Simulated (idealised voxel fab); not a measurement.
The following process module bears the name voxel transistor to metal.
Pictured: cross-section cut, 160 nm wide, on a grid of 5 nm square cells.
A cross-section in this document is a grid of square cells, and it is written down as bands, the top band listed before the ones below it; a band is made up of one or more rows of cells.
Band entry format. Leading values: height of top, height of bottom, nm. Remainder: materials in left-to-right order, each with its width in nm. Special words: "full width" on a single material, which then fills the band edge to edge; "empty", empty space.
Heads up on the height convention: 0 is the point under which the incoming wafer is all one material, and the lowest band has no bottom, it just keeps going down, like "from 0 down".
Width "30 to 40": first value at the band's top row of cells, second value at its bottom row, equal change from row to row.
Any step labelled "no alteration" changed none of the cells in the cross-section.
Empty spaces without an open route to the top, at least 8 cells in extent, make up the entry "Closed void catalog"; each is given as width x height at distance, where the distance is measured from the left edge, and all are in nm.
That trailing text on a step's line, after the settings, is the simulator's own remark on the step.
overlay nm: mask right of planned place by this much (step with mask). Neg. = left.
Here's what the planned process steps look like
| 1 | RECEIVE (material Si) |
| 2 | CONFORMAL_DEP (material SiO2; thk nm 5) |
| 3 | CONFORMAL_DEP (material SiN; thk nm 15) |
| 4 | PATTERN (tone cover; mask id ACTIVE; material resist; width nm 95; thk nm 15; overlay nm 0) |
| 5 | DIRECTIONAL_ETCH (etch materials SiN; depth nm 15) |
| 6 | DIRECTIONAL_ETCH (etch materials SiO2; depth nm 5) |
| 7 | DIRECTIONAL_ETCH (etch materials Si; depth nm 20) |
| 8 | STRIP (etch materials resist) |
| 9 | FILL_DEP (material SiO2; thk nm 15) |
| 10 | CMP (height nm 20) |
| 11 | SELECTIVE_ETCH (etch materials SiO2; depth nm 10) |
| 12 | STRIP (etch materials SiN) |
| 13 | SELECTIVE_ETCH (etch materials SiO2; depth nm 5) |
| 14 | OXIDIZE (depth nm 5) |
| 15 | DIRECTIONAL_DEP (material polySi; thk nm 25) |
| 16 | DIRECTIONAL_DEP (material SiCN; thk nm 15) |
| 17 | PATTERN (tone cover; mask id GATE; material resist; width nm 25; thk nm 15; overlay nm 0) |
| 18 | DIRECTIONAL_ETCH (etch materials SiCN; depth nm 25) |
| 19 | DIRECTIONAL_ETCH (etch materials polySi; depth nm 35) |
| 20 | STRIP (etch materials resist) |
| 21 | CONFORMAL_DEP (material SiO2; thk nm 5) |
| 22 | DIRECTIONAL_ETCH (etch materials SiO2; depth nm 5) |
| 23 | CONFORMAL_DEP (material SiN; thk nm 5) |
| 24 | DIRECTIONAL_ETCH (etch materials SiN; depth nm 5) |
| 25 | DIRECTIONAL_ETCH (etch materials SiO2; depth nm 5) |
| 26 | DIRECTIONAL_ETCH (etch materials Si; depth nm 15) |
| 27 | EPI (material SiGe; thk nm 15) |
| 28 | FILL_DEP (material SiO2; thk nm 5) |
| 29 | CMP (height nm 25) |
| 30 | STRIP (etch materials polySi) |
| 31 | SELECTIVE_ETCH (etch materials SiO2; depth nm 5) |
| 32 | CONFORMAL_DEP (material HfO2; thk nm 5) |
| 33 | CONFORMAL_DEP (material TiN; thk nm 5) |
| 34 | FILL_DEP (material W; thk nm 5) |
| 35 | CMP (height nm 20) |
| 36 | DIRECTIONAL_DEP (material SiO2; thk nm 15) |
| 37 | PATTERN (tone open; mask id CONTACT; material resist; width nm 15; pitch nm 70; thk nm 20; overlay nm 0) |
| 38 | DIRECTIONAL_ETCH (etch materials SiO2; depth nm 25) |
| 39 | STRIP (etch materials resist) |
| 40 | CONFORMAL_DEP (material TiN; thk nm 5) |
| 41 | FILL_DEP (material Ru; thk nm 10) |
| 42 | CMP (height nm 35) |
| 43 | DIRECTIONAL_DEP (material TiN; thk nm 5) |
| 44 | DIRECTIONAL_DEP (material W; thk nm 25) |
| 45 | PATTERN (tone cover; mask id METAL_1; material resist; width nm 15; pitch nm 70; thk nm 20; overlay nm 0) |
| 46 | DIRECTIONAL_ETCH (etch materials W; depth nm 25) |
| 47 | DIRECTIONAL_ETCH (etch materials TiN; depth nm 5) |
| 48 | STRIP (etch materials resist) |
| 49 | FILL_DEP (material SiO2; thk nm 5) |
| 50 | CMP (height nm 65) |
| 51 | CONFORMAL_DEP (material SiCN; thk nm 5) |
| 52 | DIRECTIONAL_DEP (material SiO2; thk nm 30) |
| 53 | PATTERN (tone open; mask id METAL_2; material resist; width nm 15; pitch nm 70; thk nm 20; overlay nm 0) |
| 54 | DIRECTIONAL_ETCH (etch materials SiO2; depth nm 20) |
| 55 | STRIP (etch materials resist) |
| 56 | MASKED_ETCH (tone open; mask id METAL_2_HOLES; width nm 15; pitch nm 70; etch materials SiO2; depth nm 10; overlay nm 0) |
| 57 | MASKED_ETCH (tone open; mask id METAL_2_HOLES; width nm 15; pitch nm 70; etch materials SiCN; depth nm 5; overlay nm 0) |
| 58 | CONFORMAL_DEP (material TiN; thk nm 5) |
| 59 | FILL_DEP (material Ru; thk nm 5) |
| 60 | CMP (height nm 100) |
| 61 | CONFORMAL_DEP (material SiCN; thk nm 5) |
The cross-section here shows the wafer as received, i.e. in its state after step 1
- from 0 down  Si full width
- Closed void catalog: none
Below is the wafer in cross-section after the module was completed. It began from the starting point shown above and followed the plan shown above, except that one mistake was made while running it
- from 105 to 100  SiCN full width
- from 100 to 70  SiO2: 35 / TiN: 5 / Ru: 5 / TiN: 5 / SiO2: 55 / TiN: 5 / Ru: 5 / TiN: 5 / SiO2: 40
- from 70 to 65  SiCN: 35 / TiN: 15 / SiCN: 55 / TiN: 15 / SiCN: 40
- from 65 to 40  SiO2: 35 / W: 15 / SiO2: 55 / W: 15 / SiO2: 40
- from 40 to 35  SiO2: 35 / TiN: 15 / SiO2: 55 / TiN: 15 / SiO2: 40
- from 35 to 20  SiO2: 35 / TiN: 5 / Ru: 5 / TiN: 5 / SiO2: 55 / TiN: 5 / Ru: 5 / TiN: 5 / SiO2: 40
- from 20 to 15  SiO2: 35 / TiN: 5 / Ru: 5 / TiN: 5 / SiO2: 5 / SiN: 5 / HfO2: 5 / TiN: 5 / W: 15 / TiN: 5 / HfO2: 5 / SiN: 5 / SiO2: 5 / TiN: 5 / Ru: 5 / TiN: 5 / SiO2: 40
- from 15 to 10  SiO2: 35 / TiN: 15 / SiO2: 5 / SiN: 5 / HfO2: 5 / TiN: 5 / W: 15 / TiN: 5 / HfO2: 5 / SiN: 5 / SiO2: 5 / TiN: 15 / SiO2: 40
- from 10 to 5  SiO2: 55 / SiN: 5 / HfO2: 5 / TiN: 5 / W: 15 / TiN: 5 / HfO2: 5 / SiN: 5 / SiO2: 60
- from 5 to 0  SiO2: 30 / SiN: 5 / SiGe: 20 / SiN: 5 / HfO2: 5 / TiN: 25 / HfO2: 5 / SiN: 5 / SiGe: 20 / SiN: 5 / SiO2: 35
- from 0 to -5  SiO2: 35 / SiGe: 20 / SiO2: 5 / HfO2: 35 / SiO2: 5 / SiGe: 20 / SiO2: 40
- from -5 to -20  SiO2: 30 / Si: 5 / SiGe: 20 / Si: 45 / SiGe: 20 / Si: 5 / SiO2: 35
- from -20 down  Si full width
- Closed void catalog: none
It is concluded that the wafer was processed incorrectly with respect to the plan, in that rather than as planned, step 27 actually ran as EPI (material SiGe; thk nm 10)
